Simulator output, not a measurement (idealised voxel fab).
The following process module bears the name voxel self aligned contacts.
This is section cut - it's 170 nm across, gridded in 5 nm square cells.
Notation: cross-section as square-cell grid; stated in bands, top first, going down; one or more cell rows per band.
This entry defines a band. It first specifies the height of the band's top and the height of its bottom in nm, and then specifies the band's materials from left to right, stating each material with its width in nm. The word "full width" identifies a single material that fills the band from edge to edge, while the word "blank" identifies empty space.
Counting heights begins at 0, where everything beneath is, in the wafer as received, one material. The lowest band has no bottom; it goes on downwards, as "0 and below" shows.
The expression "30..40" gives the width at the extremes of the band, the first number at its top row of cells and the second at its bottom row, with the width changing by equal amounts from each row to the next in between.
"no modifications" (step): cross-section cells unchanged, all of them.
In the "Enclosed void list" entry, you get each enclosed empty space of 8 cells or more, one with no open way to the top, written width x height at distance, distance from the left edge, in nm.
Step line, after settings: the simulator's comment on this step.
overlay nm: where the mask lay relative to plan, measured to the right, on steps with a mask; negatives go left.
# The following list gives the planned process steps
1 RECEIVE,material Si
2 CONFORMAL_DEP,material SiO2,thk nm 5
3 DIRECTIONAL_DEP,material polySi,thk nm 25
4 DIRECTIONAL_DEP,material SiN,thk nm 20
5 PATTERN,tone cover,mask id GATE,material resist,width nm 25,pitch nm 60,thk nm 20,overlay nm 0
6 DIRECTIONAL_ETCH,etch materials SiN,depth nm 20
7 DIRECTIONAL_ETCH,etch materials polySi,depth nm 25
8 STRIP,etch materials resist
9 CONFORMAL_DEP,material SiN,thk nm 5
10 DIRECTIONAL_ETCH,etch materials SiN,depth nm 5
11 FILL_DEP,material SiO2,thk nm 15
12 CMP,height nm 55
13 DIRECTIONAL_DEP,material aC,thk nm 10
14 PATTERN,tone open,mask id CONTACT,material resist,width nm 45,thk nm 25,overlay nm 0
15 DIRECTIONAL_ETCH,etch materials aC,depth nm 10
16 STRIP,etch materials resist
17 DIRECTIONAL_ETCH,etch materials SiO2,depth nm 55
18 STRIP,etch materials aC
19 CONFORMAL_DEP,material TiN,thk nm 5
20 FILL_DEP,material Ru,thk nm 5
21 CMP,height nm 55
22 CONFORMAL_DEP,material SiCN,thk nm 5
# So, the first of our two wafers, run just as we planned it
# As received (post step 1): cross-section
* 0 and below  Si full width
* Enclosed void list: none
# After step 2, in cross-section
* 5 down to 0  SiO2 full width
* Below a height of 0, the structure has not been altered.
# After step 3, in cross-section
* 30 down to 5  polySi full width
* Below a height of 5, the structure has not been altered.
# After step 4, in cross-section
* 50 down to 30  SiN full width
* Below a height of 30, the structure has not been altered.
# After step 5, in cross-section
* 70 down to 50  40 of blank  25 of resist  35 of blank  25 of resist  45 of blank
* Below a height of 50, the structure has not been altered.
# After step 6, in cross-section
* 70 down to 50  40 of blank  25 of resist  35 of blank  25 of resist  45 of blank
* 50 down to 30  40 of blank  25 of SiN  35 of blank  25 of SiN  45 of blank
* Below a height of 30, the structure has not been altered.
# After step 7, in cross-section
* 70 down to 50  40 of blank  25 of resist  35 of blank  25 of resist  45 of blank
* 50 down to 30  40 of blank  25 of SiN  35 of blank  25 of SiN  45 of blank
* 30 down to 5  40 of blank  25 of polySi  35 of blank  25 of polySi  45 of blank
* Below a height of 5, the structure has not been altered.
# After step 8, in cross-section
* 50 down to 30  40 of blank  25 of SiN  35 of blank  25 of SiN  45 of blank
* Below a height of 30, the structure has not been altered.
# After step 9, in cross-section
* 55 down to 30  35 of blank  35 of SiN  25 of blank  35 of SiN  40 of blank
* 30 down to 10  35 of blank  5 of SiN  25 of polySi  5 of SiN  25 of blank  5 of SiN  25 of polySi  5 of SiN  40 of blank
* 10 down to 5  40 of SiN  25 of polySi  35 of SiN  25 of polySi  45 of SiN
* Below a height of 5, the structure has not been altered.
# After step 10, in cross-section
* 50 down to 30  35 of blank  35 of SiN  25 of blank  35 of SiN  40 of blank
* 30 down to 5  35 of blank  5 of SiN  25 of polySi  5 of SiN  25 of blank  5 of SiN  25 of polySi  5 of SiN  40 of blank
* Below a height of 5, the structure has not been altered.
# After step 11, in cross-section
* 65 down to 50  SiO2 full width
* 50 down to 30  35 of SiO2  35 of SiN  25 of SiO2  35 of SiN  40 of SiO2
* 30 down to 5  35 of SiO2  5 of SiN  25 of polySi  5 of SiN  25 of SiO2  5 of SiN  25 of polySi  5 of SiN  40 of SiO2
* Below a height of 5, the structure has not been altered.
# After step 12, in cross-section
* 55 down to 50  SiO2 full width
* Below a height of 50, the structure has not been altered.
# After step 13, in cross-section
* 65 down to 55  aC full width
* Below a height of 55, the structure has not been altered.
# After step 14, in cross-section
* 90 down to 65  60 of resist  45 of blank  65 of resist
* Below a height of 65, the structure has not been altered.
# After step 15, in cross-section
* 80 down to 65  60 of resist  45 of blank  65 of resist
* 65 down to 55  60 of aC  45 of blank  65 of aC
* Below a height of 55, the structure has not been altered.
# After step 16, in cross-section
* 65 down to 55  60 of aC  45 of blank  65 of aC
* Below a height of 55, the structure has not been altered.
# After step 17, in cross-section
* 65 down to 55  60 of aC  45 of blank  65 of aC
* 55 down to 50  60 of SiO2  45 of blank  65 of SiO2
* 50 down to 30  35 of SiO2  35 of SiN  25 of blank  35 of SiN  40 of SiO2
* 30 down to 5  35 of SiO2  5 of SiN  25 of polySi  5 of SiN  25 of blank  5 of SiN  25 of polySi  5 of SiN  40 of SiO2
* 5 down to 0  70 of SiO2  25 of blank  75 of SiO2
* Below a height of 0, the structure has not been altered.
# After step 18, in cross-section
* 55 down to 50  60 of SiO2  45 of blank  65 of SiO2
* Below a height of 50, the structure has not been altered.
# After step 19, in cross-section
* 60 down to 55  65 of TiN  35 of blank  70 of TiN
* 55 down to 50  60 of SiO2  15 of TiN  15 of blank  15 of TiN  65 of SiO2
* 50 down to 30  35 of SiO2  35 of SiN  5 of TiN  15 of blank  5 of TiN  35 of SiN  40 of SiO2
* 30 down to 5  35 of SiO2  5 of SiN  25 of polySi  5 of SiN  5 of TiN  15 of blank  5 of TiN  5 of SiN  25 of polySi  5 of SiN  40 of SiO2
* 5 down to 0  70 of SiO2  25 of TiN  75 of SiO2
* Below a height of 0, the structure has not been altered.
# After step 20, in cross-section
* 65 down to 60  Ru full width
* 60 down to 55  65 of TiN  35 of Ru  70 of TiN
* 55 down to 50  60 of SiO2  15 of TiN  15 of Ru  15 of TiN  65 of SiO2
* 50 down to 30  35 of SiO2  35 of SiN  5 of TiN  15 of Ru  5 of TiN  35 of SiN  40 of SiO2
* 30 down to 5  35 of SiO2  5 of SiN  25 of polySi  5 of SiN  5 of TiN  15 of Ru  5 of TiN  5 of SiN  25 of polySi  5 of SiN  40 of SiO2
* Below a height of 5, the structure has not been altered.
# After step 21, in cross-section
* 55 down to 50  60 of SiO2  15 of TiN  15 of Ru  15 of TiN  65 of SiO2
* Below a height of 50, the structure has not been altered.
# After step 22, in cross-section
* 60 down to 55  SiCN full width
* Below a height of 55, the structure has not been altered.
# The second wafer was prepared from the same starting point and under the same plan as the first; its processing contained one mistake, and it remains indistinguishable from the first wafer up to and including step 8
# Here is the second wafer in cross-section at the point where step 9 of the plan should have been done
* 55 down to 50  35 of blank  35 of SiO2  25 of blank  35 of SiO2  40 of blank
* 50 down to 30  35 of blank  5 of SiO2  25 of SiN  5 of SiO2  25 of blank  5 of SiO2  25 of SiN  5 of SiO2  40 of blank
* 30 down to 10  35 of blank  5 of SiO2  25 of polySi  5 of SiO2  25 of blank  5 of SiO2  25 of polySi  5 of SiO2  40 of blank
* 10 down to 5  40 of SiO2  25 of polySi  35 of SiO2  25 of polySi  45 of SiO2
* Below a height of 5, the structure has not been altered.
Here is the second wafer in cross-section at the point where step 10 of the plan should have been done: no modifications
# Here is the second wafer in cross-section at the point where step 11 of the plan should have been done
* 70 down to 50  SiO2 full width
* 50 down to 30  40 of SiO2  25 of SiN  35 of SiO2  25 of SiN  45 of SiO2
* 30 down to 5  40 of SiO2  25 of polySi  35 of SiO2  25 of polySi  45 of SiO2
* Below a height of 5, the structure has not been altered.
# Here is the second wafer in cross-section at the point where step 12 of the plan should have been done
* 55 down to 50  SiO2 full width
* Below a height of 50, the structure has not been altered.
# Here is the second wafer in cross-section at the point where step 13 of the plan should have been done
* 65 down to 55  aC full width
* Below a height of 55, the structure has not been altered.
# Here is the second wafer in cross-section at the point where step 14 of the plan should have been done
* 90 down to 65  60 of resist  45 of blank  65 of resist
* Below a height of 65, the structure has not been altered.
# Here is the second wafer in cross-section at the point where step 15 of the plan should have been done
* 80 down to 65  60 of resist  45 of blank  65 of resist
* 65 down to 55  60 of aC  45 of blank  65 of aC
* Below a height of 55, the structure has not been altered.
# Here is the second wafer in cross-section at the point where step 16 of the plan should have been done
* 65 down to 55  60 of aC  45 of blank  65 of aC
* Below a height of 55, the structure has not been altered.
# Here is the second wafer in cross-section at the point where step 17 of the plan should have been done
* 65 down to 55  60 of aC  45 of blank  65 of aC
* 55 down to 50  60 of SiO2  45 of blank  65 of SiO2
* 50 down to 30  40 of SiO2  25 of SiN  35 of blank  25 of SiN  45 of SiO2
* 30 down to 5  40 of SiO2  25 of polySi  35 of blank  25 of polySi  45 of SiO2
* 5 down to 0  65 of SiO2  35 of blank  70 of SiO2
* Below a height of 0, the structure has not been altered.
# Here is the second wafer in cross-section at the point where step 18 of the plan should have been done
* 55 down to 50  60 of SiO2  45 of blank  65 of SiO2
* Below a height of 50, the structure has not been altered.
# Here is the second wafer in cross-section at the point where step 19 of the plan should have been done
* 60 down to 55  65 of TiN  35 of blank  70 of TiN
* 55 down to 50  60 of SiO2  10 of TiN  25 of blank  10 of TiN  65 of SiO2
* 50 down to 30  40 of SiO2  25 of SiN  5 of TiN  25 of blank  5 of TiN  25 of SiN  45 of SiO2
* 30 down to 5  40 of SiO2  25 of polySi  5 of TiN  25 of blank  5 of TiN  25 of polySi  45 of SiO2
* 5 down to 0  65 of SiO2  35 of TiN  70 of SiO2
* Below a height of 0, the structure has not been altered.
# Here is the second wafer in cross-section at the point where step 20 of the plan should have been done
* 65 down to 60  Ru full width
* 60 down to 55  65 of TiN  35 of Ru  70 of TiN
* 55 down to 50  60 of SiO2  10 of TiN  25 of Ru  10 of TiN  65 of SiO2
* 50 down to 30  40 of SiO2  25 of SiN  5 of TiN  25 of Ru  5 of TiN  25 of SiN  45 of SiO2
* 30 down to 5  40 of SiO2  25 of polySi  5 of TiN  25 of Ru  5 of TiN  25 of polySi  45 of SiO2
* Below a height of 5, the structure has not been altered.
# Here is the second wafer in cross-section at the point where step 21 of the plan should have been done
* 55 down to 50  60 of SiO2  10 of TiN  25 of Ru  10 of TiN  65 of SiO2
* Below a height of 50, the structure has not been altered.
# Here is the second wafer in cross-section at the point where step 22 of the plan should have been done
* 60 down to 55  SiCN full width
* Below a height of 55, the structure has not been altered.
Deviation from plan: step 9 deviated from plan and actually ran as CONFORMAL_DEP,material SiO2,thk nm 5
Final cells, second wafer relative to first, materials higher or lower: Ru +20 | SiN -36 | SiO2 +16
